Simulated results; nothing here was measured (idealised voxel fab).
The document below concerns the process module designated voxel self aligned vias.
We display cut, a cross-section 245 nm in width whose square cells are each 5 nm.
A cross-section in this document is a grid of square cells, and it is written down as bands, the top band listed before the ones below it; a band is made up of one or more rows of cells. The band entry comprises the height of the band's top followed by the height of its bottom, expressed in nm, and subsequently the band's materials from left to right, each stated together with its width in nm. Where a single material is marked with the word "all across", that material fills the band from edge to edge. The word "empty" represents empty space. Note: height 0 marks the level under which the wafer is uniformly one material as received. Lowest band unbounded below, written "from 0 down". With a width like "30->40", each row of cells in the band differs from the next by the same amount, the top row carrying the first number and the bottom row the second. "nothing changed" means the step left every cell of the cross-section as it was. What "Enclosed voids" gives you is every empty space of 8 cells or more that is cut off from the top. Each appears as width x height at distance, with the distance taken from the left edge and width, height and distance all in nm. It should be noted that, on the line of a given step, the content following the step's settings is a remark produced by the simulator itself with respect to that step. On any step carrying a mask, the "overlay nm" setting, if present on the step's line, tells how far right of its planned place the mask lay; negative values point to the left.

The planned process steps are enumerated hereunder:
| 1 | RECEIVE | material Si |
| 2 | CONFORMAL_DEP | material SiO2 | thk nm 15 |
| 3 | CONFORMAL_DEP | material SiCN | thk nm 5 |
| 4 | DIRECTIONAL_DEP | material SiO2 | thk nm 25 |
| 5 | MASKED_ETCH | tone open | mask id LINES | width nm 25 | pitch nm 65 | etch materials SiO2 | depth nm 25 | overlay nm 0 |
| 6 | CONFORMAL_DEP | material TiN | thk nm 5 |
| 7 | FILL_DEP | material Ru | thk nm 5 |
| 8 | CMP | height nm 45 |
| 9 | SELECTIVE_ETCH | etch materials W Ru TiN | depth nm 5 |
| 10 | FILL_DEP | material SiN | thk nm 5 |
| 11 | CMP | height nm 45 |
| 12 | DIRECTIONAL_DEP | material SiO2 | thk nm 15 |
| 13 | DIRECTIONAL_DEP | material aC | thk nm 10 |
| 14 | PATTERN | tone open | mask id VIAS | material resist | width nm 45 | pitch nm 130 | thk nm 25 | overlay nm 0 |
| 15 | DIRECTIONAL_ETCH | etch materials aC | depth nm 10 |
| 16 | STRIP | etch materials resist |
| 17 | DIRECTIONAL_ETCH | etch materials SiO2 | depth nm 15 |
| 18 | DIRECTIONAL_ETCH | etch materials SiN | depth nm 5 |
| 19 | STRIP | etch materials aC |
| 20 | CONFORMAL_DEP | material TiN | thk nm 5 |
| 21 | FILL_DEP | material Ru | thk nm 10 |
| 22 | CMP | height nm 60 |
| 23 | CONFORMAL_DEP | material SiN | thk nm 5 |

Incoming wafer in cross-section (state: after step 1):
from 0 down: Si all across
Enclosed voids: none

The plan above was carried out on the starting structure above with one mistake, and this cross-section shows the wafer at the end of the module:
from 65 to 60: SiN all across
from 60 to 50: 35 nm SiO2 / 5 nm TiN / 35 nm Ru / 5 nm TiN / 85 nm SiO2 / 5 nm TiN / 35 nm Ru / 5 nm TiN / 35 nm SiO2
from 50 to 45: 35 nm SiO2 / 25 nm TiN / 15 nm Ru / 5 nm TiN / 85 nm SiO2 / 25 nm TiN / 15 nm Ru / 5 nm TiN / 35 nm SiO2
from 45 to 40: 55 nm SiO2 / 25 nm TiN / 40 nm SiO2 / 25 nm SiN / 40 nm SiO2 / 25 nm TiN / 35 nm SiO2
from 40 to 25: 55 nm SiO2 / 5 nm TiN / 15 nm Ru / 5 nm TiN / 40 nm SiO2 / 5 nm TiN / 15 nm Ru / 5 nm TiN / 40 nm SiO2 / 5 nm TiN / 15 nm Ru / 5 nm TiN / 35 nm SiO2
from 25 to 20: 55 nm SiO2 / 25 nm TiN / 40 nm SiO2 / 25 nm TiN / 40 nm SiO2 / 25 nm TiN / 35 nm SiO2
from 20 to 15: SiCN all across
from 15 to 0: SiO2 all across
from 0 down: Si all across
Enclosed voids: none
Short version of what went wrong: step 5 did not happen as planned, as run it was MASKED_ETCH | tone open | mask id LINES | width nm 25 | pitch nm 65 | etch materials SiO2 | depth nm 25 | overlay nm 10
